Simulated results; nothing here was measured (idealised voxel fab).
The name of this process module is voxel self aligned vias.
Cross-section cut spans 220 nm and uses square cells 5 nm in size.
This document writes a cross-section as a grid whose cells are square, and gives it as bands, listed from the top down; one or more rows of cells form a band. Basically the band line says how high the top is and how high the bottom is, in nm, and then what's in it from left to right, every material with its width in nm. Empty space shows up as "blank", and if a single material carries "full width" it runs the full band edge to edge. Heights from 0 (as-received wafer is one material below). Bottom band endless downward, as "0 down". The expression "30 to 40" gives the width at the extremes of the band, the first number at its top row of cells and the second at its bottom row, with the width changing by equal amounts from each row to the next in between. It should be understood that the words "nothing altered", when stated for a given step, signify that the cross-section underwent no change in any of its cells during that step. Each empty space that has no open way to the top and spans at least 8 cells appears under "Voids, fully enclosed" as width x height at distance, the distance counted from the left edge, all in nm. What comes after the settings on a step's line is commentary from the simulator itself on that step. A step line may carry the setting "overlay nm", which, for steps involving a mask, states the distance by which the mask lay to the right of its intended position; negative values denote displacement to the left.

## Planned step list for the process
1. RECEIVE: material Si
2. CONFORMAL_DEP: material SiO2, thk nm 10
3. CONFORMAL_DEP: material SiCN, thk nm 5
4. DIRECTIONAL_DEP: material lowk, thk nm 25
5. MASKED_ETCH: tone open, mask id LINES, width nm 20, pitch nm 60, etch materials lowk, depth nm 25, overlay nm 0
6. CONFORMAL_DEP: material TiN, thk nm 5
7. FILL_DEP: material W, thk nm 5
8. CMP: height nm 40
9. SELECTIVE_ETCH: etch materials W Ru TiN, depth nm 5
10. FILL_DEP: material SiN, thk nm 10
11. CMP: height nm 40
12. DIRECTIONAL_DEP: material lowk, thk nm 20
13. MASKED_ETCH: tone open, mask id VIAS, width nm 40, pitch nm 60, etch materials lowk, depth nm 20, overlay nm 0
14. MASKED_ETCH: tone open, mask id VIAS, width nm 40, pitch nm 60, etch materials SiN, depth nm 5, overlay nm 0
15. CONFORMAL_DEP: material TiN, thk nm 5
16. FILL_DEP: material W, thk nm 5
17. CMP: height nm 60
18. CONFORMAL_DEP: material SiN, thk nm 5

## So this is the incoming wafer in cross-section - it's already been through step 1
	0 down  Si full width
	Voids, fully enclosed: none

## Cross-section taken at module completion on the first of two wafers; processed per the plan
	65 to 60  SiN full width
	60 to 45  60 nm lowk, then 5 nm TiN, then 30 nm W, then 5 nm TiN, then 20 nm lowk, then 5 nm TiN, then 30 nm W, then 5 nm TiN, then 60 nm lowk
	45 to 40  60 nm lowk, then 15 nm TiN, then 10 nm W, then 15 nm TiN, then 20 nm lowk, then 15 nm TiN, then 10 nm W, then 15 nm TiN, then 60 nm lowk
	40 to 35  70 nm lowk, then 20 nm TiN, then 40 nm lowk, then 20 nm TiN, then 70 nm lowk
	35 to 20  70 nm lowk, then 5 nm TiN, then 10 nm W, then 5 nm TiN, then 40 nm lowk, then 5 nm TiN, then 10 nm W, then 5 nm TiN, then 70 nm lowk
	20 to 15  70 nm lowk, then 20 nm TiN, then 40 nm lowk, then 20 nm TiN, then 70 nm lowk
	15 to 10  SiCN full width
	10 to 0  SiO2 full width
	0 down  Si full width
	Voids, fully enclosed: none

## Second wafer through the module, sectioned at the end: same beginning and same plan as the first wafer, with one mistake in carrying it out
	65 to 60  SiN full width
	60 to 45  60 nm lowk, then 5 nm TiN, then 30 nm W, then 5 nm TiN, then 20 nm lowk, then 5 nm TiN, then 30 nm W, then 5 nm TiN, then 60 nm lowk
	45 to 40  60 nm lowk, then 40 nm TiN, then 20 nm lowk, then 40 nm TiN, then 60 nm lowk
	40 to 35  60 nm SiN, then 10 nm TiN, then 20 nm lowk, then 10 nm TiN, then 20 nm SiN, then 10 nm TiN, then 20 nm lowk, then 10 nm TiN, then 60 nm SiN
	35 to 20  65 nm W, then 5 nm TiN, then 20 nm lowk, then 5 nm TiN, then 30 nm W, then 5 nm TiN, then 20 nm lowk, then 5 nm TiN, then 65 nm W
	20 to 15  70 nm TiN, then 20 nm lowk, then 40 nm TiN, then 20 nm lowk, then 70 nm TiN
	15 to 10  SiCN full width
	10 to 0  SiO2 full width
	0 down  Si full width
	Voids, fully enclosed: none
Heads up, the wafer didn't run the way we planned it: planned and actual differ for step 5; actual: MASKED_ETCH: tone cover, mask id LINES, width nm 20, pitch nm 60, etch materials lowk, depth nm 25, overlay nm 0
Materials where the second wafer ends with more or fewer cells than the first: SiN: 28 more, TiN: 32 more, W: 80 more, lowk: 140 fewer
